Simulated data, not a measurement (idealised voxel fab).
process module | voxel transistor to metal
cross-section cut | 190 nm wide | cells 5 nm
A cross-section is a grid of square cells, given in bands from the top down. A band is one or more rows of cells.
Each band's line starts with the height of the band's top and of its bottom, in nm. Then come its materials from left to right, each with its width in nm. One material with "throughout" fills the band from edge to edge. "air" is empty space.
Height 0 is the level under which the wafer as received is all one material. The lowest band goes on downwards, as in "0 down".
A width such as "30 to 40" changes by the same amount from each row of cells to the next, from the band's top row to its bottom row.
"no change" after a step means that no cell of the cross-section changed.
closed voids: empty space of 8 cells or more with no open way to the top, each as width x height at its distance from the left edge, in nm
after a step's settings: what the simulator itself notes on the step
overlay nm, on a step with a mask: how far to the right of its planned place the mask lay; to the left if negative
plan
1 op RECEIVE | material Si
2 op OXIDIZE | depth nm 5
3 op CONFORMAL_DEP | material SiN | thk nm 10
4 op MASKED_ETCH | tone cover | mask id ACTIVE | width nm 100 | etch materials SiN | depth nm 10 | overlay nm 0
5 op MASKED_ETCH | tone cover | mask id ACTIVE | width nm 100 | etch materials SiO2 | depth nm 5 | overlay nm 0
6 op MASKED_ETCH | tone cover | mask id ACTIVE | width nm 100 | etch materials Si | depth nm 35 | overlay nm 0
7 op OXIDIZE | depth nm 5
8 op FILL_DEP | material SiO2 | thk nm 15
9 op CMP | height nm 10
10 op SELECTIVE_ETCH | etch materials SiO2 | depth nm 5
11 op STRIP | etch materials SiN
12 op SELECTIVE_ETCH | etch materials SiO2 | depth nm 5
13 op OXIDIZE | depth nm 5
14 op DIRECTIONAL_DEP | material polySi | thk nm 20
15 op DIRECTIONAL_DEP | material SiCN | thk nm 10
16 op PATTERN | tone cover | mask id GATE | material resist | width nm 20 | thk nm 20 | overlay nm 0
17 op DIRECTIONAL_ETCH | etch materials SiCN | depth nm 20
18 op DIRECTIONAL_ETCH | etch materials polySi | depth nm 30
19 op STRIP | etch materials resist
20 op CONFORMAL_DEP | material SiO2 | thk nm 5
21 op DIRECTIONAL_ETCH | etch materials SiO2 | depth nm 5
22 op CONFORMAL_DEP | material SiN | thk nm 10
23 op DIRECTIONAL_ETCH | etch materials SiN | depth nm 10
24 op DIRECTIONAL_ETCH | etch materials SiO2 | depth nm 5
25 op DIRECTIONAL_ETCH | etch materials Si | depth nm 10
26 op EPI | material nSi | thk nm 15
27 op FILL_DEP | material SiO2 | thk nm 10
28 op CMP | height nm 25
29 op DIRECTIONAL_DEP | material SiO2 | thk nm 15
30 op PATTERN | tone open | mask id CONTACT | material resist | width nm 15 | pitch nm 75 | thk nm 20 | overlay nm 0
31 op DIRECTIONAL_ETCH | etch materials SiO2 | depth nm 35
32 op STRIP | etch materials resist
33 op CONFORMAL_DEP | material TiN | thk nm 5
34 op FILL_DEP | material Ru | thk nm 10
35 op CMP | height nm 40
36 op CONFORMAL_DEP | material SiCN | thk nm 5
37 op DIRECTIONAL_DEP | material lowk | thk nm 15
38 op PATTERN | tone open | mask id METAL_1 | material resist | width nm 15 | pitch nm 75 | thk nm 20 | overlay nm 0
39 op DIRECTIONAL_ETCH | etch materials lowk | depth nm 15
40 op DIRECTIONAL_ETCH | etch materials SiCN | depth nm 5
41 op STRIP | etch materials resist
42 op CONFORMAL_DEP | material TiN | thk nm 5
43 op FILL_DEP | material Ru | thk nm 5
44 op CMP | height nm 60
45 op CONFORMAL_DEP | material SiN | thk nm 5
as received, after step 1
  0 down: Si throughout
  closed voids: none
first wafer at the end, as planned
  65 to 60: SiN throughout
  60 to 45: lowk 50 | TiN 5 | Ru 5 | TiN 5 | lowk 60 | TiN 5 | Ru 5 | TiN 5 | lowk 50
  45 to 40: SiCN 50 | TiN 15 | SiCN 60 | TiN 15 | SiCN 50
  40 to 25: SiO2 50 | TiN 5 | Ru 5 | TiN 5 | SiO2 60 | TiN 5 | Ru 5 | TiN 5 | SiO2 50
  25 to 15: SiO2 50 | TiN 5 | Ru 5 | TiN 5 | SiO2 5 | SiN 10 | SiO2 5 | SiCN 20 | SiO2 5 | SiN 10 | SiO2 5 | TiN 5 | Ru 5 | TiN 5 | SiO2 50
  15 to 10: SiO2 50 | TiN 5 | Ru 5 | TiN 5 | SiO2 5 | SiN 10 | SiO2 5 | polySi 20 | SiO2 5 | SiN 10 | SiO2 5 | TiN 5 | Ru 5 | TiN 5 | SiO2 50
  10 to 5: SiO2 50 | TiN 15 | SiO2 5 | SiN 10 | SiO2 5 | polySi 20 | SiO2 5 | SiN 10 | SiO2 5 | TiN 15 | SiO2 50
  5 to 0: SiO2 50 | nSi 20 | SiN 10 | SiO2 5 | polySi 20 | SiO2 5 | SiN 10 | nSi 20 | SiO2 50
  0 to -5: SiO2 45 | SiN 10 | nSi 15 | SiN 10 | SiO2 5 | polySi 20 | SiO2 5 | SiN 10 | nSi 15 | SiN 10 | SiO2 45
  -5 to -10: SiO2 55 | nSi 15 | SiO2 50 | nSi 15 | SiO2 55
  -10 to -20: SiO2 50 | Si 5 | nSi 15 | Si 50 | nSi 15 | Si 5 | SiO2 50
  -20 to -45: SiO2 50 | Si 90 | SiO2 50
  -45 down: Si throughout
  closed voids: none
second wafer at the end: like start, like plan, one mistake
  65 to 60: SiN throughout
  60 to 45: lowk 50 | TiN 5 | Ru 5 | TiN 5 | lowk 60 | TiN 5 | Ru 5 | TiN 5 | lowk 50
  45 to 40: SiCN 50 | TiN 15 | SiCN 60 | TiN 15 | SiCN 50
  40 to 30: Ru 45 | TiN 5 | SiO2 15 | TiN 5 | Ru 50 | TiN 5 | SiO2 15 | TiN 5 | Ru 45
  30 to 25: Ru 45 | TiN 5 | SiO2 15 | TiN 60 | SiO2 15 | TiN 5 | Ru 45
  25 to 15: Ru 45 | TiN 5 | SiO2 15 | TiN 5 | SiN 10 | TiN 5 | SiCN 20 | TiN 5 | SiN 10 | TiN 5 | SiO2 15 | TiN 5 | Ru 45
  15 to 10: Ru 45 | TiN 5 | SiO2 15 | TiN 5 | SiN 10 | TiN 5 | polySi 20 | TiN 5 | SiN 10 | TiN 5 | SiO2 15 | TiN 5 | Ru 45
  10 to 5: TiN 50 | SiO2 15 | TiN 5 | SiN 10 | TiN 5 | polySi 20 | TiN 5 | SiN 10 | TiN 5 | SiO2 15 | TiN 50
  5 to 0: SiO2 50 | nSi 20 | SiN 10 | SiO2 5 | polySi 20 | SiO2 5 | SiN 10 | nSi 20 | SiO2 50
  0 to -5: SiO2 45 | SiN 10 | nSi 15 | SiN 10 | SiO2 5 | polySi 20 | SiO2 5 | SiN 10 | nSi 15 | SiN 10 | SiO2 45
  -5 to -10: SiO2 55 | nSi 15 | SiO2 50 | nSi 15 | SiO2 55
  -10 to -20: SiO2 50 | Si 5 | nSi 15 | Si 50 | nSi 15 | Si 5 | SiO2 50
  -20 to -45: SiO2 50 | Si 90 | SiO2 50
  -45 down: Si throughout
  closed voids: none
what went wrong: step 30 ran as: op PATTERN | tone cover | mask id CONTACT | material resist | width nm 15 | pitch nm 75 | thk nm 20 | overlay nm 0
at the end the second wafer has, in cells: 116 more of Ru | 150 fewer of SiO2 | 34 more of TiN
